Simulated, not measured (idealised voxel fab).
Proc. module: voxel air gaps
Shown is cross-section cut, with a width of 220 nm and square cells of size 5 nm.
In what follows, cross-sections appear as grids of square cells, described through bands that run from the top down, where every band is one or more rows of cells. Band entry format. Leading values: height of top, height of bottom, nm. Remainder: materials in left-to-right order, each with its width in nm. Special words: "edge to edge" on a single material, which then fills the band edge to edge; "blank", empty space. The level at which height equals 0 is the one under which the wafer, as it arrives, is entirely one material. No lower edge exists for the bottom band, which continues downward and is notated as in "0 and below". The two numbers in a width such as "30 to 40" mark its ends across the band: the first belongs to the top row of cells, the second to the bottom row, and from each row to the next the width moves by the same amount. You'll sometimes find "no modification" written for a step, and that's the way of saying that nowhere in the cross-section did a cell change during that step. For the entry "Voids, fully enclosed", the listed items are empty spaces with no open way to the top whose size is 8 cells or more; each item follows the pattern width x height at distance, where distance is from the left edge and all three are in nm. If you see something after the settings on a step's line, that's the simulator's own remark about that step. What "overlay nm" on a step's line means: if the step has a mask, that mask lay this far to the right of its planned place, or, when the value is negative, to the left.

Set out below are the planned steps of the process
1) op RECEIVE | material Si
2) op CONFORMAL_DEP | material SiO2 | thk nm 15
3) op CONFORMAL_DEP | material SiCN | thk nm 5
4) op DIRECTIONAL_DEP | material SiO2 | thk nm 30
5) op DIRECTIONAL_DEP | material aC | thk nm 10
6) op PATTERN | tone open | mask id LINES | material resist | width nm 20 | pitch nm 45 | thk nm 30 | overlay nm 0
7) op DIRECTIONAL_ETCH | etch materials aC | depth nm 10
8) op STRIP | etch materials resist
9) op DIRECTIONAL_ETCH | etch materials SiO2 | depth nm 30
10) op STRIP | etch materials aC
11) op CONFORMAL_DEP | material TiN | thk nm 5
12) op FILL_DEP | material W | thk nm 10
13) op CMP | height nm 50
14) op EPI | material Ru | thk nm 10
15) op SELECTIVE_ETCH | etch materials SiO2 | depth nm 40
16) op CONFORMAL_DEP | material SiCN | thk nm 5

So this is the incoming wafer in cross-section - it's already been through step 1
0 and below: Si edge to edge
Voids, fully enclosed: none

Looking at the first of two wafers in cross-section at end of module - ran to plan
65 down to 60: 15 nm blank, then 185 nm SiCN, then 20 nm blank
60 down to 50: 15 nm blank, then 5 nm SiCN, then 40 nm Ru, then 5 nm SiCN, then 40 nm Ru, then 5 nm SiCN, then 40 nm Ru, then 5 nm SiCN, then 40 nm Ru, then 5 nm SiCN, then 20 nm blank
50 down to 45: 15 nm blank, then 15 nm SiCN, then 5 nm TiN, then 10 nm W, then 5 nm TiN, then 25 nm SiCN, then 5 nm TiN, then 10 nm W, then 5 nm TiN, then 25 nm SiCN, then 5 nm TiN, then 10 nm W, then 5 nm TiN, then 25 nm SiCN, then 5 nm TiN, then 10 nm W, then 5 nm TiN, then 15 nm SiCN, then 20 nm blank
45 down to 25: 25 nm blank, then 5 nm SiCN, then 5 nm TiN, then 10 nm W, then 5 nm TiN, then 5 nm SiCN, then 15 nm blank, then 5 nm SiCN, then 5 nm TiN, then 10 nm W, then 5 nm TiN, then 5 nm SiCN, then 15 nm blank, then 5 nm SiCN, then 5 nm TiN, then 10 nm W, then 5 nm TiN, then 5 nm SiCN, then 15 nm blank, then 5 nm SiCN, then 5 nm TiN, then 10 nm W, then 5 nm TiN, then 5 nm SiCN, then 30 nm blank
25 down to 20: 30 nm SiCN, then 20 nm TiN, then 25 nm SiCN, then 20 nm TiN, then 25 nm SiCN, then 20 nm TiN, then 25 nm SiCN, then 20 nm TiN, then 35 nm SiCN
20 down to 15: SiCN edge to edge
15 down to 0: SiO2 edge to edge
0 and below: Si edge to edge
Voids, fully enclosed: 15 x 20 at 55; 15 x 20 at 100; 15 x 20 at 145

This is the second of the two wafers, cross-sectioned at the end of the module; it started exactly like the first and was given the same plan, but it was run with one mistake
65 down to 60: 15 nm blank, then 185 nm SiCN, then 20 nm blank
60 down to 50: 15 nm blank, then 5 nm SiCN, then 40 nm Ru, then 5 nm SiCN, then 40 nm Ru, then 5 nm SiCN, then 40 nm Ru, then 5 nm SiCN, then 40 nm Ru, then 5 nm SiCN, then 20 nm blank
50 down to 25: 15 nm blank, then 5 nm SiCN, then 10 nm Ru, then 5 nm TiN, then 10 nm W, then 5 nm TiN, then 10 nm Ru, then 5 nm SiCN, then 10 nm Ru, then 5 nm TiN, then 10 nm W, then 5 nm TiN, then 10 nm Ru, then 5 nm SiCN, then 10 nm Ru, then 5 nm TiN, then 10 nm W, then 5 nm TiN, then 10 nm Ru, then 5 nm SiCN, then 10 nm Ru, then 5 nm TiN, then 10 nm W, then 5 nm TiN, then 10 nm Ru, then 5 nm SiCN, then 20 nm blank
25 down to 20: 20 nm SiCN, then 10 nm Ru, then 20 nm TiN, then 10 nm Ru, then 5 nm SiCN, then 10 nm Ru, then 20 nm TiN, then 10 nm Ru, then 5 nm SiCN, then 10 nm Ru, then 20 nm TiN, then 10 nm Ru, then 5 nm SiCN, then 10 nm Ru, then 20 nm TiN, then 10 nm Ru, then 25 nm SiCN
20 down to 15: SiCN edge to edge
15 down to 0: SiO2 edge to edge
0 and below: Si edge to edge
Voids, fully enclosed: none
It is concluded that the wafer was processed incorrectly with respect to the plan, in that order of steps 14 and 15 inverted relative to the plan
Per the end-of-run cell counts, the second wafer holds more or fewer of some materials than the first: 96 more of Ru | 44 fewer of SiCN
First wafer closed voids (final) = 3; second wafer closed voids (final) = 0.
